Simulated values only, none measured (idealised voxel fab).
process module | voxel transistor to metal
cross-section cut | 195 nm wide | cells 5 nm
A cross-section is a grid of square cells, given in bands from the top down. A band is one or more rows of cells.
Each band's line starts with the height of the band's top and of its bottom, in nm. Then come its materials from left to right, each with its width in nm. One material with "throughout" fills the band from edge to edge. "air" is empty space.
Height 0 is the level under which the wafer as received is all one material. The lowest band goes on downwards, as in "0 down".
A width such as "30 to 40" changes by the same amount from each row of cells to the next, from the band's top row to its bottom row.
"no change" after a step means that no cell of the cross-section changed.
closed voids: empty space of 8 cells or more with no open way to the top, each as width x height at its distance from the left edge, in nm
after a step's settings: what the simulator itself notes on the step
overlay nm, on a step with a mask: how far to the right of its planned place the mask lay; to the left if negative
plan
1 op RECEIVE | material Si
2 op OXIDIZE | depth nm 5
3 op CONFORMAL_DEP | material SiN | thk nm 10
4 op DIRECTIONAL_DEP | material aC | thk nm 10
5 op PATTERN | tone cover | mask id ACTIVE | material resist | width nm 115 | thk nm 30 | overlay nm 0
6 op DIRECTIONAL_ETCH | etch materials aC | depth nm 10
7 op STRIP | etch materials resist
8 op DIRECTIONAL_ETCH | etch materials SiN | depth nm 10
9 op DIRECTIONAL_ETCH | etch materials SiO2 | depth nm 5
10 op DIRECTIONAL_ETCH | etch materials Si | depth nm 20
11 op STRIP | etch materials aC
12 op OXIDIZE | depth nm 5
13 op FILL_DEP | material SiO2 | thk nm 5
14 op CMP | height nm 10
15 op SELECTIVE_ETCH | etch materials SiO2 | depth nm 10
16 op STRIP | etch materials SiN
17 op SELECTIVE_ETCH | etch materials SiO2 | depth nm 5
18 op OXIDIZE | depth nm 5
19 op DIRECTIONAL_DEP | material polySi | thk nm 30
20 op DIRECTIONAL_DEP | material SiCN | thk nm 15
21 op PATTERN | tone cover | mask id GATE | material resist | width nm 25 | thk nm 20 | overlay nm 0
22 op DIRECTIONAL_ETCH | etch materials SiCN | depth nm 25
23 op DIRECTIONAL_ETCH | etch materials polySi | depth nm 40
24 op STRIP | etch materials resist
25 op CONFORMAL_DEP | material SiO2 | thk nm 5
26 op DIRECTIONAL_ETCH | etch materials SiO2 | depth nm 5
27 op CONFORMAL_DEP | material SiN | thk nm 5
28 op DIRECTIONAL_ETCH | etch materials SiN | depth nm 5
29 op DIRECTIONAL_ETCH | etch materials SiO2 | depth nm 5
30 op DIRECTIONAL_ETCH | etch materials Si | depth nm 10
31 op EPI | material nSi | thk nm 10
32 op FILL_DEP | material SiO2 | thk nm 10
33 op CMP | height nm 25
34 op STRIP | etch materials polySi
35 op SELECTIVE_ETCH | etch materials SiO2 | depth nm 5
36 op CONFORMAL_DEP | material HfO2 | thk nm 5
37 op CONFORMAL_DEP | material TiN | thk nm 5
38 op FILL_DEP | material W | thk nm 10
39 op CMP | height nm 20
40 op DIRECTIONAL_DEP | material SiO2 | thk nm 10
41 op MASKED_ETCH | tone open | mask id CONTACT | width nm 20 | pitch nm 85 | etch materials SiO2 | depth nm 40 | overlay nm 0
42 op CONFORMAL_DEP | material TiN | thk nm 5
43 op FILL_DEP | material W | thk nm 5
44 op CMP | height nm 30
45 op CONFORMAL_DEP | material SiN | thk nm 5
46 op DIRECTIONAL_DEP | material SiO2 | thk nm 20
47 op MASKED_ETCH | tone open | mask id METAL_1 | width nm 20 | pitch nm 85 | etch materials SiO2 | depth nm 20 | overlay nm 0
48 op MASKED_ETCH | tone open | mask id METAL_1 | width nm 20 | pitch nm 85 | etch materials SiN | depth nm 5 | overlay nm 0
49 op CONFORMAL_DEP | material TiN | thk nm 5
50 op FILL_DEP | material W | thk nm 10
51 op CMP | height nm 55
52 op EPI | material Ru | thk nm 5
53 op FILL_DEP | material SiCN | thk nm 5
54 op DIRECTIONAL_DEP | material lowk | thk nm 30
55 op DIRECTIONAL_DEP | material aC | thk nm 15
56 op PATTERN | tone open | mask id METAL_2_HOLES | material resist | width nm 15 | pitch nm 85 | thk nm 30 | overlay nm 0
57 op DIRECTIONAL_ETCH | etch materials aC | depth nm 15
58 op STRIP | etch materials resist
59 op DIRECTIONAL_ETCH | etch materials lowk | depth nm 30
60 op STRIP | etch materials aC
61 op MASKED_ETCH | tone open | mask id METAL_2 | width nm 20 | pitch nm 85 | etch materials lowk | depth nm 20 | overlay nm 0
62 op MASKED_ETCH | tone open | mask id METAL_2 | width nm 20 | pitch nm 85 | etch materials SiCN | depth nm 5 | overlay nm 0
63 op CONFORMAL_DEP | material TiN | thk nm 5
64 op FILL_DEP | material Cu | thk nm 10
65 op CMP | height nm 95
66 op CONFORMAL_DEP | material SiN | thk nm 5
as received, after step 1
  0 down: Si throughout
  closed voids: none
first wafer at the end, as planned
  100 to 95: SiN throughout
  95 to 80: lowk 45 | TiN 5 | Cu 10 | TiN 5 | lowk 65 | TiN 5 | Cu 10 | TiN 5 | lowk 45
  80 to 75: lowk 45 | TiN 5 | Cu 5 | TiN 10 | lowk 65 | TiN 5 | Cu 5 | TiN 10 | lowk 45
  75 to 65: lowk 45 | TiN 5 | Cu 5 | TiN 5 | lowk 70 | TiN 5 | Cu 5 | TiN 5 | lowk 50
  65 to 60: SiCN 45 | TiN 15 | SiCN 70 | TiN 15 | SiCN 50
  60 to 55: SiCN 40 | Ru 30 | SiCN 55 | Ru 30 | SiCN 40
  55 to 35: SiO2 45 | TiN 5 | W 10 | TiN 5 | SiO2 65 | TiN 5 | W 10 | TiN 5 | SiO2 45
  35 to 30: SiN 45 | TiN 20 | SiN 65 | TiN 20 | SiN 45
  30 to 20: SiO2 45 | TiN 5 | W 10 | TiN 5 | SiO2 65 | TiN 5 | W 10 | TiN 5 | SiO2 45
  20 to 0: SiO2 45 | TiN 5 | W 10 | TiN 5 | SiO2 10 | SiN 5 | HfO2 5 | TiN 5 | W 15 | TiN 5 | HfO2 5 | SiN 5 | SiO2 10 | TiN 5 | W 10 | TiN 5 | SiO2 45
  0 to -5: SiO2 45 | TiN 5 | W 10 | TiN 5 | nSi 10 | SiN 5 | HfO2 5 | TiN 25 | HfO2 5 | SiN 5 | nSi 10 | TiN 5 | W 10 | TiN 5 | SiO2 45
  -5 to -10: SiO2 45 | TiN 20 | nSi 10 | SiO2 5 | HfO2 35 | SiO2 5 | nSi 10 | TiN 20 | SiO2 45
  -10 to -20: SiO2 45 | nSi 30 | Si 45 | nSi 30 | SiO2 45
  -20 to -30: SiO2 45 | Si 105 | SiO2 45
  -30 down: Si throughout
  closed voids: none
second wafer at the end: like start, like plan, one mistake
  100 to 95: SiN throughout
  95 to 80: lowk 45 | TiN 5 | Cu 10 | TiN 5 | lowk 65 | TiN 5 | Cu 10 | TiN 5 | lowk 45
  80 to 75: lowk 45 | TiN 5 | Cu 5 | TiN 10 | lowk 65 | TiN 5 | Cu 5 | TiN 10 | lowk 45
  75 to 65: lowk 45 | TiN 5 | Cu 5 | TiN 5 | lowk 70 | TiN 5 | Cu 5 | TiN 5 | lowk 50
  65 to 60: SiCN 45 | TiN 15 | SiCN 70 | TiN 15 | SiCN 50
  60 to 55: SiCN 40 | Ru 30 | SiCN 55 | Ru 30 | SiCN 40
  55 to 35: SiO2 45 | TiN 5 | W 10 | TiN 5 | SiO2 65 | TiN 5 | W 10 | TiN 5 | SiO2 45
  35 to 30: SiN 45 | TiN 20 | SiN 65 | TiN 20 | SiN 45
  30 to 20: SiO2 45 | TiN 5 | W 10 | TiN 5 | SiO2 65 | TiN 5 | W 10 | TiN 5 | SiO2 45
  20 to 5: SiO2 45 | TiN 5 | W 10 | TiN 5 | SiO2 10 | SiN 5 | HfO2 5 | TiN 5 | W 15 | TiN 5 | HfO2 5 | SiN 5 | SiO2 10 | TiN 5 | W 10 | TiN 5 | SiO2 45
  5 to 0: SiO2 45 | TiN 5 | W 10 | TiN 5 | nSi 10 | SiN 5 | HfO2 5 | TiN 25 | HfO2 5 | SiN 5 | nSi 10 | TiN 5 | W 10 | TiN 5 | SiO2 45
  0 to -5: SiO2 35 | SiN 5 | SiO2 5 | TiN 20 | nSi 10 | SiO2 5 | HfO2 35 | SiO2 5 | nSi 10 | TiN 20 | SiO2 5 | SiN 5 | SiO2 35
  -5 to -15: SiO2 45 | nSi 30 | Si 45 | nSi 30 | SiO2 45
  -15 to -30: SiO2 45 | Si 105 | SiO2 45
  -30 down: Si throughout
  closed voids: none
what went wrong: steps 16 and 17 were swapped
at the end the second wafer has, in cells: 2 fewer of HfO2 | 21 more of Si | 6 fewer of SiO2 | 6 fewer of TiN | 7 fewer of W
